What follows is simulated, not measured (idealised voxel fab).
process module | voxel gate over fins
cross-section cut | 180 nm wide | cells 5 nm
A cross-section is a grid of square cells, given in bands from the top down. A band is one or more rows of cells.
Each band's line starts with the height of the band's top and of its bottom, in nm. Then come its materials from left to right, each with its width in nm. One material with "throughout" fills the band from edge to edge. "air" is empty space.
Height 0 is the level under which the wafer as received is all one material. The lowest band goes on downwards, as in "0 down".
A width such as "30 to 40" changes by the same amount from each row of cells to the next, from the band's top row to its bottom row.
"no change" after a step means that no cell of the cross-section changed.
closed voids: empty space of 8 cells or more with no open way to the top, each as width x height at its distance from the left edge, in nm
after a step's settings: what the simulator itself notes on the step
overlay nm, on a step with a mask: how far to the right of its planned place the mask lay; to the left if negative
plan
1 op RECEIVE | material Si
2 op CONFORMAL_DEP | material SiN | thk nm 5
3 op PATTERN | tone cover | mask id FINS | material resist | width nm 15 | pitch nm 35 | thk nm 15 | overlay nm 0
4 op DIRECTIONAL_ETCH | etch materials SiN | depth nm 5
5 op DIRECTIONAL_ETCH | etch materials Si | depth nm 35
6 op STRIP | etch materials resist
7 op FILL_DEP | material SiO2 | thk nm 5
8 op CMP | height nm 5
9 op SELECTIVE_ETCH | etch materials SiO2 | depth nm 15
10 op STRIP | etch materials SiN
11 op CONFORMAL_DEP | material HfO2 | thk nm 5
12 op CONFORMAL_DEP | material TiN | thk nm 5
13 op FILL_DEP | material W | thk nm 10
14 op CMP | height nm 15
15 op CONFORMAL_DEP | material SiN | thk nm 5
as received, after step 1
  0 down: Si throughout
  closed voids: none
first wafer at the end, as planned
  20 to 15: SiN throughout
  15 to 10: W throughout
  10 to 5: W 35 | TiN 105 | W 40
  5 to 0: W 35 | TiN 5 | HfO2 25 | TiN 10 | HfO2 25 | TiN 10 | HfO2 25 | TiN 5 | W 40
  0 to -5: TiN 40 | HfO2 5 | Si 15 | HfO2 5 | TiN 10 | HfO2 5 | Si 15 | HfO2 5 | TiN 10 | HfO2 5 | Si 15 | HfO2 5 | TiN 45
  -5 to -10: HfO2 45 | Si 15 | HfO2 20 | Si 15 | HfO2 20 | Si 15 | HfO2 50
  -10 to -35: SiO2 45 | Si 15 | SiO2 20 | Si 15 | SiO2 20 | Si 15 | SiO2 50
  -35 down: Si throughout
  closed voids: none
second wafer at the end: like start, like plan, one mistake
  20 to 15: SiN throughout
  15 to 10: W throughout
  10 to 5: TiN throughout
  5 to 0: HfO2 50 | TiN 5 | HfO2 30 | TiN 5 | HfO2 30 | TiN 5 | HfO2 55
  0 to -5: Si 45 | HfO2 5 | TiN 5 | HfO2 5 | Si 20 | HfO2 5 | TiN 5 | HfO2 5 | Si 20 | HfO2 5 | TiN 5 | HfO2 5 | Si 50
  -5 to -10: Si 45 | HfO2 15 | Si 20 | HfO2 15 | Si 20 | HfO2 15 | Si 50
  -10 to -35: Si 45 | SiO2 15 | Si 20 | SiO2 15 | Si 20 | SiO2 15 | Si 50
  -35 down: Si throughout
  closed voids: none
what went wrong: step 3 ran as: op PATTERN | tone open | mask id FINS | material resist | width nm 15 | pitch nm 35 | thk nm 15 | overlay nm 0
at the end the second wafer has, in cells: 126 more of Si | 90 fewer of SiO2 | 6 fewer of TiN | 30 fewer of W
